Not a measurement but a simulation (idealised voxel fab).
Process module heading - voxel local oxidation
The cross-section on display is named cut; it measures 275 nm wide, and its cells are 5 nm squares.
This document writes a cross-section as a grid whose cells are square, and gives it as bands, listed from the top down; one or more rows of cells form a band. What a band's entry tells you: where the top is and where the bottom is, as heights in nm, and after that what lies inside, material by material from left to right, each with its width in nm. Empty space is written as the word "blank", and a single material marked with the word "all across" occupies the band from edge to edge. Note: height 0 marks the level under which the wafer is uniformly one material as received. Lowest band unbounded below, written "z 0 and below". It should be noted that a width expressed as "30->40" varies in equal increments from row to row of cells within the band, taking the value of the first number at the top row and that of the second number at the bottom row. Any step labelled "nothing altered" changed none of the cells in the cross-section. The entry "Closed void catalog" lists the empty spaces that cover at least 8 cells and have no open path to the top. Each is written as width x height at distance, where the distance is measured from the left edge and all three values are in nm. Formally, on a step line, whatever follows the settings is a remark that the simulator itself makes on the step. overlay nm: where the mask lay relative to plan, measured to the right, on steps with a mask; negatives go left.

[Below is the list of planned process steps]
1,RECEIVE: material Si
2,CONFORMAL_DEP: material SiO2, thk nm 5
3,CONFORMAL_DEP: material SiN, thk nm 15
4,PATTERN: tone cover, mask id ACTIVE, material resist, width nm 95, pitch nm 130, thk nm 20, overlay nm 0
5,DIRECTIONAL_ETCH: etch materials SiN, depth nm 15
6,STRIP: etch materials resist
7,SELECTIVE_ETCH: etch materials SiO2, depth nm 5
8,OXIDIZE: depth nm 15
9,STRIP: etch materials SiN

[Wafer cross-section on receipt, i.e. after step 1]
  z 0 and below  Si all across
  Closed void catalog: none

[The following cross-section depicts the wafer upon conclusion of the module. Processing commenced from the starting condition illustrated above and adhered to the plan illustrated above, save for one mistake in execution]
  z 5 to 0  blank 25 nm / SiO2 85 nm / blank 45 nm / SiO2 85 nm / blank 35 nm
  z 0 to -15  SiO2 40 nm / Si 55 nm / SiO2 75 nm / Si 55 nm / SiO2 50 nm
  z -15 and below  Si all across
  Closed void catalog: none
Plan not followed: note that step 4 departed from the planned setting and was carried out as PATTERN: tone cover, mask id ACTIVE, material resist, width nm 95, pitch nm 130, thk nm 20, overlay nm -5
